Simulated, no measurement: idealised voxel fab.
A process module follows: voxel tone inversion.
The width of the displayed cross-section, cut, is 160 nm; its cells are square, with a size of 5 nm.
A cross-section is written here as square cells arranged in a grid, and it is given in bands from the top down, each band taking up one or more rows of cells.
Band: top height; bottom height; in nm. Then, left to right: material with width in nm, for each material. "full width": a single material spanning edge to edge. "air": empty space.
It should be noted that heights are counted from 0, beneath which the wafer as supplied is of one material throughout, and that the lowest band possesses no lower boundary but continues downward, as written in "0 down".
You'd read "30->40" like this: the band's top row of cells is as wide as the first number, its bottom row is as wide as the second, and going down, every row changes width by the same amount as the row before did.
Take "nothing altered" at face value: in the step it is given for, the cross-section changed in none of its cells.
In the "Fully enclosed voids" entry, you get each enclosed empty space of 8 cells or more, one with no open way to the top, written width x height at distance, distance from the left edge, in nm.
If you see something after the settings on a step's line, that's the simulator's own remark about that step.
Steps that use a mask can have "overlay nm" on their line. It says how far the mask sat to the right of where it was meant to be. Negative means to the left.
Intended process steps:
1. RECEIVE [material Si]
2. CONFORMAL_DEP [material SiN] [thk nm 10]
3. DIRECTIONAL_DEP [material aC] [thk nm 15]
4. PATTERN [tone cover] [mask id POSTS] [material resist] [width nm 20] [pitch nm 50] [thk nm 20] [overlay nm 0]
5. DIRECTIONAL_ETCH [etch materials aC] [depth nm 15]
6. STRIP [etch materials resist]
7. FILL_DEP [material SiO2] [thk nm 5]
8. CMP [height nm 25]
9. STRIP [etch materials aC]
Here's what the wafer looked like in cross-section when it arrived - that's after step 1:
> 0 down = Si full width
> Fully enclosed voids: none
Wafer at module end, in section. Began as above, planned as above, run with one mistake:
> 20 to 10 = SiO2 20  air 20  SiO2 30  air 20  SiO2 30  air 20  SiO2 20
> 10 to 0 = SiN full width
> 0 down = Si full width
> Fully enclosed voids: none
In executing the process, a mistake was made relative to the plan: note that step 8 departed from the planned setting and was carried out as CMP [height nm 20]
